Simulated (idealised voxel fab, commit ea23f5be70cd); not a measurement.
Title: Process Module voxel double patterning
265 nm wide, 5 nm square cells: that's cross-section cut.
How to read a cross-section here: the picture is a grid of square cells, written as bands going from the top down, and any band can span one or more rows of cells. For a band, the entry starts with two heights in nm, that of the top and then that of the bottom, and carries on with the band's materials in order from left to right, each alongside its width in nm; the word "full width" beside a single material means it fills the band edge to edge, and "air" means empty space. Heights are reckoned from 0. Under this level, the received wafer is all of one material. The bottommost band is open-ended downward, for example "top 0, no bottom". Think of "30 to 40" as a width that walks from the first number to the second as you go down the band, top row to bottom row, taking equal-sized steps from row to row. The designation "nothing was modified", where it is given for a processing step, indicates that no cell of the cross-section was altered in the course of that step. The list in "Sealed internal cavities" covers empty spaces of 8 cells or more that cannot reach the top through any open way, and it gives each as width x height at distance; the distance is from the left edge, and width, height and distance are in nm. The remark found on a step's line after its settings is issued by the simulator itself and pertains to that step. You can add "overlay nm" to a step's line. For a step with a mask, it describes how far the mask lay to the right of its planned position, and a negative number describes a lay to the left.
Steps planned for the process
1,RECEIVE,material Si
2,CONFORMAL_DEP,material SiO2,thk nm 10
3,DIRECTIONAL_DEP,material polySi,thk nm 10
4,DIRECTIONAL_DEP,material SiCN,thk nm 5
5,DIRECTIONAL_DEP,material aC,thk nm 15
6,PATTERN,tone open,mask id FIRST,material resist,width nm 15,pitch nm 50,thk nm 30,overlay nm 0
7,DIRECTIONAL_ETCH,etch materials aC,depth nm 15
8,STRIP,etch materials resist
9,DIRECTIONAL_ETCH,etch materials SiCN,depth nm 5
10,STRIP,etch materials aC
11,PATTERN,tone open,mask id SECOND,material resist,width nm 15,thk nm 15,overlay nm 0
12,DIRECTIONAL_ETCH,etch materials SiCN,depth nm 5
13,STRIP,etch materials resist
14,DIRECTIONAL_ETCH,etch materials polySi,depth nm 10
15,STRIP,etch materials SiCN
Wafer as received: cross-section following step 1
* top 0, no bottom: Si full width
* Sealed internal cavities: none
The following cross-section depicts the wafer upon conclusion of the module. Processing commenced from the starting condition illustrated above and adhered to the plan illustrated above, save for one mistake in execution
* top 20, bottom 10: 125 nm air, then 15 nm polySi, then 125 nm air
* top 10, bottom 0: SiO2 full width
* top 0, no bottom: Si full width
* Sealed internal cavities: none
Run error: note that step 11 departed from the planned setting and was carried out as PATTERN,tone cover,mask id SECOND,material resist,width nm 15,thk nm 15,overlay nm 0
